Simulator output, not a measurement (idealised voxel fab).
The document below concerns the process module designated voxel lift off.
The cross-section shown here is cut; it is 155 nm wide and divided into square cells measuring 5 nm on a side.
Each cross-section below is a grid of square cells, stated as bands in top-down order, with one or more rows of cells making up each band.
It is stipulated that each band's entry specify, in nanometres, the height of the top of the band and then that of its bottom, followed by the materials of the band in left-to-right sequence, each together with its width in nanometres. A single material marked by the word "all across" is understood to fill the band from edge to edge; the word "air" is understood to denote empty space.
Beneath 0, the wafer as received is one material, and that level is where height counting begins. The lowest band goes on downward without a bottom; it is written like "0 nm and below".
So if you see something like "30 to 40" for the width, read it as the top row of the band sitting at the first number and the bottom row at the second, with every row in between moving by the same amount as the last.
The cross-section has no changed cell in any step marked "remained unchanged".
What "Enclosed void listing" gives you is every empty space of 8 cells or more that is cut off from the top. Each appears as width x height at distance, with the distance taken from the left edge and width, height and distance all in nm.
The remark found on a step's line after its settings is issued by the simulator itself and pertains to that step.
overlay nm: mask offset rightward from planned place, masked step; negative means leftward offset.

Steps planned for the process
1 RECEIVE (material Si)
2 CONFORMAL_DEP (material SiN; thk nm 10)
3 PATTERN (tone open; mask id LINES; material resist; width nm 25; pitch nm 40; thk nm 30; overlay nm 0)
4 DIRECTIONAL_DEP (material Ru; thk nm 15)
5 STRIP (etch materials resist)
6 CONFORMAL_DEP (material SiCN; thk nm 5)

first wafer, as planned

Incoming wafer, cross-sectional view, post step 1
  0 nm and below  Si all across
  Enclosed void listing: none

Once step 2 is through, the wafer looks like this in cross-section
  10 nm to 0 nm  SiN all across
  Under the height 0 nothing was changed.

Once step 3 is through, the wafer looks like this in cross-section
  40 nm to 10 nm  25 nm resist / 25 nm air / 15 nm resist / 25 nm air / 15 nm resist / 25 nm air / 25 nm resist
  Under the height 10 nothing was changed.

Once step 4 is through, the wafer looks like this in cross-section
  55 nm to 40 nm  25 nm Ru / 25 nm air / 15 nm Ru / 25 nm air / 15 nm Ru / 25 nm air / 25 nm Ru
  40 nm to 25 nm  25 nm resist / 25 nm air / 15 nm resist / 25 nm air / 15 nm resist / 25 nm air / 25 nm resist
  25 nm to 10 nm  25 nm resist / 25 nm Ru / 15 nm resist / 25 nm Ru / 15 nm resist / 25 nm Ru / 25 nm resist
  Under the height 10 nothing was changed.

Once step 5 is through, the wafer looks like this in cross-section
  25 nm to 10 nm  25 nm air / 25 nm Ru / 15 nm air / 25 nm Ru / 15 nm air / 25 nm Ru / 25 nm air
  Under the height 10 nothing was changed.

Once step 6 is through, the wafer looks like this in cross-section
  30 nm to 25 nm  20 nm air / 35 nm SiCN / 5 nm air / 35 nm SiCN / 5 nm air / 35 nm SiCN / 20 nm air
  25 nm to 15 nm  20 nm air / 5 nm SiCN / 25 nm Ru / 5 nm SiCN / 5 nm air / 5 nm SiCN / 25 nm Ru / 5 nm SiCN / 5 nm air / 5 nm SiCN / 25 nm Ru / 5 nm SiCN / 20 nm air
  15 nm to 10 nm  25 nm SiCN / 25 nm Ru / 15 nm SiCN / 25 nm Ru / 15 nm SiCN / 25 nm Ru / 25 nm SiCN
  Under the height 10 nothing was changed.

Wafer two of two - same starting point, same process plan, one mistake in execution; matches wafer one up to and including step 1

The second wafer cut through, at the time step 2 was supposed to be finished
  10 nm to 0 nm  Ru all across
  Under the height 0 nothing was changed.

The second wafer cut through, at the time step 3 was supposed to be finished
  40 nm to 10 nm  25 nm resist / 25 nm air / 15 nm resist / 25 nm air / 15 nm resist / 25 nm air / 25 nm resist
  Under the height 10 nothing was changed.

The second wafer cut through, at the time step 4 was supposed to be finished
  55 nm to 40 nm  25 nm Ru / 25 nm air / 15 nm Ru / 25 nm air / 15 nm Ru / 25 nm air / 25 nm Ru
  40 nm to 25 nm  25 nm resist / 25 nm air / 15 nm resist / 25 nm air / 15 nm resist / 25 nm air / 25 nm resist
  25 nm to 10 nm  25 nm resist / 25 nm Ru / 15 nm resist / 25 nm Ru / 15 nm resist / 25 nm Ru / 25 nm resist
  Under the height 10 nothing was changed.

The second wafer cut through, at the time step 5 was supposed to be finished
  25 nm to 10 nm  25 nm air / 25 nm Ru / 15 nm air / 25 nm Ru / 15 nm air / 25 nm Ru / 25 nm air
  Under the height 10 nothing was changed.

The second wafer cut through, at the time step 6 was supposed to be finished
  30 nm to 25 nm  20 nm air / 35 nm SiCN / 5 nm air / 35 nm SiCN / 5 nm air / 35 nm SiCN / 20 nm air
  25 nm to 15 nm  20 nm air / 5 nm SiCN / 25 nm Ru / 5 nm SiCN / 5 nm air / 5 nm SiCN / 25 nm Ru / 5 nm SiCN / 5 nm air / 5 nm SiCN / 25 nm Ru / 5 nm SiCN / 20 nm air
  15 nm to 10 nm  25 nm SiCN / 25 nm Ru / 15 nm SiCN / 25 nm Ru / 15 nm SiCN / 25 nm Ru / 25 nm SiCN
  Under the height 10 nothing was changed.
Deviation from plan: contrary to plan, step 2 was performed as CONFORMAL_DEP (material Ru; thk nm 10)
Count the cells at the end and the second wafer has more or fewer of some materials than the first: Ru: 62 more; SiN: 62 fewer
